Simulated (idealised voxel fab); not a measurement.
This section sets out a process module, namely voxel double patterning.
Shown is cross-section cut, with a width of 200 nm and square cells of size 5 nm.
For the purposes of this document, a cross-section shall be understood as a grid of square cells, specified as bands listed in top-to-bottom order, each band consisting of one or more rows of cells. In this notation a band is specified by the heights of its top and bottom, in that order and in nm, after which its materials appear from left to right, each paired with its width in nm. The word "all across" attached to a single material means that material fills the band from edge to edge; the word "air" stands for empty space. Height is counted from the level 0, under which the received wafer is composed throughout of one material. The lowest of the bands is not closed at the bottom but continues downward, in the notation "from 0 down". You'd read "30 to 40" like this: the band's top row of cells is as wide as the first number, its bottom row is as wide as the second, and going down, every row changes width by the same amount as the row before did. When a step is marked "changes: none", none of the cells in the cross-section changed during that step. Each empty space that has no open way to the top and spans at least 8 cells appears under "Closed empty spaces" as width x height at distance, the distance counted from the left edge, all in nm. Whatever follows a step's settings on its line is a remark the simulator itself makes about that step. For masked steps, "overlay nm" on the step line gives how far right of plan the mask actually lay; a minus sign means it lay to the left.
# The following list gives the planned process steps
step 1: RECEIVE (material Si)
step 2: CONFORMAL_DEP (material SiN; thk nm 5)
step 3: DIRECTIONAL_DEP (material SiO2; thk nm 20)
step 4: DIRECTIONAL_DEP (material SiCN; thk nm 10)
step 5: DIRECTIONAL_DEP (material aC; thk nm 10)
step 6: PATTERN (tone open; mask id FIRST; material resist; width nm 15; pitch nm 50; thk nm 30; overlay nm 0)
step 7: DIRECTIONAL_ETCH (etch materials aC; depth nm 10)
step 8: STRIP (etch materials resist)
step 9: DIRECTIONAL_ETCH (etch materials SiCN; depth nm 10)
step 10: STRIP (etch materials aC)
step 11: MASKED_ETCH (tone open; mask id SECOND; width nm 15; etch materials SiCN; depth nm 10; overlay nm 0)
step 12: DIRECTIONAL_ETCH (etch materials SiO2; depth nm 20)
step 13: STRIP (etch materials SiCN)
# Incoming wafer, cross-sectional view, post step 1
from 0 down: Si all across
Closed empty spaces: none
# Here's the cross-section of the first of our two wafers at the end of the module - it ran as planned
from 25 to 5: SiO2 (65) | air (15) | SiO2 (10) | air (15) | SiO2 (10) | air (15) | SiO2 (70)
from 5 to 0: SiN all across
from 0 down: Si all across
Closed empty spaces: none
# So this is wafer number two of the two, cut at the end of the module - it started where the first did and had the same plan, we just got one thing wrong running it
from 45 to 25: SiO2 (65) | air (15) | SiO2 (10) | air (15) | SiO2 (10) | air (15) | SiO2 (70)
from 25 to 5: SiO2 all across
from 5 to 0: SiN all across
from 0 down: Si all across
Closed empty spaces: none
The plan and the run diverged here: step 3 was run twice
Final difference in cells, second wafer against first, listed per material as more or fewer: +160 SiO2
